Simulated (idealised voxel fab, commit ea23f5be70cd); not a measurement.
This section sets out a process module, namely voxel ribs on slabs.
The width of the displayed cross-section, cut, is 255 nm; its cells are square, with a size of 5 nm.
For the purposes of this document, a cross-section shall be understood as a grid of square cells, specified as bands listed in top-to-bottom order, each band consisting of one or more rows of cells. A band entry consists of two parts. The first gives the height of the band's top and the height of its bottom, in nm. The rest lists the band's materials from left to right, each with its width in nm. A single material labelled with the word "throughout" fills the band from edge to edge, and the word "empty" marks empty space. For the purposes of this specification, 0 denotes the height below which the wafer in its as-received condition is composed wholly of one material, and the lowermost band, lacking a lower limit, extends downward without end, as expressed in "0..down". Width "30..40": first value at the band's top row of cells, second value at its bottom row, equal change from row to row. Where the words "remained unchanged" appear for a step, the cross-section shows no cell changed by that step; every cell remained as before. Each empty space that has no open way to the top and spans at least 8 cells appears under "closed voids" as width x height at distance, the distance counted from the left edge, all in nm. That trailing text on a step's line, after the settings, is the simulator's own remark on the step. You can add "overlay nm" to a step's line. For a step with a mask, it describes how far the mask lay to the right of its planned position, and a negative number describes a lay to the left.
This section lists the process steps that were planned
1) RECEIVE with material Si
2) DIRECTIONAL_DEP with material SiO2, thk nm 20
3) DIRECTIONAL_DEP with material SiN, thk nm 20
4) DIRECTIONAL_DEP with material aC, thk nm 10
5) PATTERN with tone cover, mask id RIB, material resist, width nm 15, thk nm 25, overlay nm 0
6) DIRECTIONAL_ETCH with etch materials aC, depth nm 10
7) STRIP with etch materials resist
8) DIRECTIONAL_ETCH with etch materials SiN, depth nm 10
9) STRIP with etch materials aC
10) PATTERN with tone cover, mask id SLAB, material resist, width nm 75, thk nm 20, overlay nm 0
11) DIRECTIONAL_ETCH with etch materials SiN, depth nm 10
12) STRIP with etch materials resist
13) FILL_DEP with material SiO2, thk nm 20
14) CMP with height nm 50
15) DIRECTIONAL_DEP with material W, thk nm 10
16) MASKED_ETCH with tone cover, mask id HEATER, width nm 25, etch materials W, depth nm 10, overlay nm 0
17) CONFORMAL_DEP with material SiO2, thk nm 5
Incoming wafer, cross-sectional view, post step 1
- 0..down  Si throughout
- closed voids: none
First of two wafers at the end of the module, shown in cross-section; run carried out as planned
- 65..60  empty=110  SiO2=35  empty=110
- 60..55  empty=110  SiO2=5  W=25  SiO2=5  empty=110
- 55..50  SiO2=115  W=25  SiO2=115
- 50..40  SiO2 throughout
- 40..30  SiO2=120  SiN=15  SiO2=120
- 30..20  SiO2=90  SiN=75  SiO2=90
- 20..0  SiO2 throughout
- 0..down  Si throughout
- closed voids: none
Cross-section, wafer two of two, end of module: same start and plan as wafer one, one error in execution
- 60..50  empty=115  W=25  empty=115
- 50..40  SiO2 throughout
- 40..30  SiO2=120  SiN=15  SiO2=120
- 30..20  SiO2=90  SiN=75  SiO2=90
- 20..0  SiO2 throughout
- 0..down  Si throughout
- closed voids: none
Deviation from plan: step 17 of the plan was jumped over and never run
Wrapping up, a cell-based count of both wafers puts the second over or under the first for these materials: SiO2: 55 fewer
